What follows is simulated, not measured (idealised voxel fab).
process module | voxel capacitor over wiring
cross-section cut | 300 nm wide | cells 5 nm
A cross-section is a grid of square cells, given in bands from the top down. A band is one or more rows of cells.
Each band's line starts with the height of the band's top and of its bottom, in nm. Then come its materials from left to right, each with its width in nm. One material with "throughout" fills the band from edge to edge. "air" is empty space.
Height 0 is the level under which the wafer as received is all one material. The lowest band goes on downwards, as in "0 down".
A width such as "30 to 40" changes by the same amount from each row of cells to the next, from the band's top row to its bottom row.
"no change" after a step means that no cell of the cross-section changed.
closed voids: empty space of 8 cells or more with no open way to the top, each as width x height at its distance from the left edge, in nm
after a step's settings: what the simulator itself notes on the step
overlay nm, on a step with a mask: how far to the right of its planned place the mask lay; to the left if negative
plan
1 op RECEIVE | material Si
2 op CONFORMAL_DEP | material SiO2 | thk nm 15
3 op DIRECTIONAL_DEP | material TiN | thk nm 5
4 op DIRECTIONAL_DEP | material W | thk nm 20
5 op PATTERN | tone cover | mask id METAL_1 | material resist | width nm 25 | pitch nm 75 | thk nm 20 | overlay nm 0
6 op DIRECTIONAL_ETCH | etch materials W | depth nm 20
7 op DIRECTIONAL_ETCH | etch materials TiN | depth nm 5
8 op STRIP | etch materials resist
9 op CONFORMAL_DEP | material SiN | thk nm 5
10 op FILL_DEP | material lowk | thk nm 10
11 op CMP | height nm 40
12 op CONFORMAL_DEP | material SiCN | thk nm 5
13 op DIRECTIONAL_DEP | material SiO2 | thk nm 20
14 op MASKED_ETCH | tone open | mask id PLUG_1 | width nm 15 | etch materials SiO2 | depth nm 20 | overlay nm 0
15 op MASKED_ETCH | tone open | mask id PLUG_1 | width nm 15 | etch materials SiCN | depth nm 5 | overlay nm 0
16 op EPI | material Ru | thk nm 10
17 op EPI | material Ru | thk nm 10
18 op EPI | material Ru | thk nm 5
19 op DIRECTIONAL_DEP | material TiN | thk nm 10
20 op DIRECTIONAL_DEP | material HfO2 | thk nm 5
21 op DIRECTIONAL_DEP | material TiN | thk nm 10
22 op MASKED_ETCH | tone cover | mask id UPPER_PLATE | width nm 55 | etch materials TiN | depth nm 10 | overlay nm 0
23 op MASKED_ETCH | tone cover | mask id UPPER_PLATE | width nm 55 | etch materials HfO2 | depth nm 5 | overlay nm 0
24 op DIRECTIONAL_DEP | material aC | thk nm 15
25 op PATTERN | tone cover | mask id LOWER_PLATE | material resist | width nm 65 | thk nm 35 | overlay nm 0
26 op DIRECTIONAL_ETCH | etch materials aC | depth nm 15
27 op STRIP | etch materials resist
28 op DIRECTIONAL_ETCH | etch materials TiN | depth nm 10
29 op STRIP | etch materials aC
30 op FILL_DEP | material SiO2 | thk nm 20
31 op CMP | height nm 105
32 op DIRECTIONAL_DEP | material aC | thk nm 10
33 op PATTERN | tone open | mask id PLUG_2 | material resist | width nm 15 | thk nm 25 | overlay nm 0
34 op DIRECTIONAL_ETCH | etch materials aC | depth nm 10
35 op STRIP | etch materials resist
36 op DIRECTIONAL_ETCH | etch materials SiO2 | depth nm 15
37 op STRIP | etch materials aC
38 op CONFORMAL_DEP | material TiN | thk nm 5
39 op FILL_DEP | material W | thk nm 5
40 op CMP | height nm 105
41 op CONFORMAL_DEP | material SiCN | thk nm 5
as received, after step 1
  0 down: Si throughout
  closed voids: none
a wafer at the end: this start, this plan, one mistake
  110 to 105: SiCN throughout
  105 to 95: SiO2 120 | TiN 5 | W 5 | TiN 5 | SiO2 165
  95 to 90: SiO2 120 | TiN 15 | SiO2 165
  90 to 85: SiO2 throughout
  85 to 75: SiO2 110 | TiN 55 | SiO2 135
  75 to 65: SiO2 105 | TiN 65 | SiO2 130
  65 to 45: SiO2 110 | Ru 15 | SiO2 175
  45 to 40: SiCN 110 | Ru 15 | SiCN 175
  40 to 20: lowk 95 | SiN 5 | W 25 | SiN 5 | lowk 40 | SiN 5 | W 25 | SiN 5 | lowk 95
  20 to 15: SiN 100 | TiN 25 | SiN 50 | TiN 25 | SiN 100
  15 to 0: SiO2 throughout
  0 down: Si throughout
  closed voids: none
what went wrong: step 20 was left out
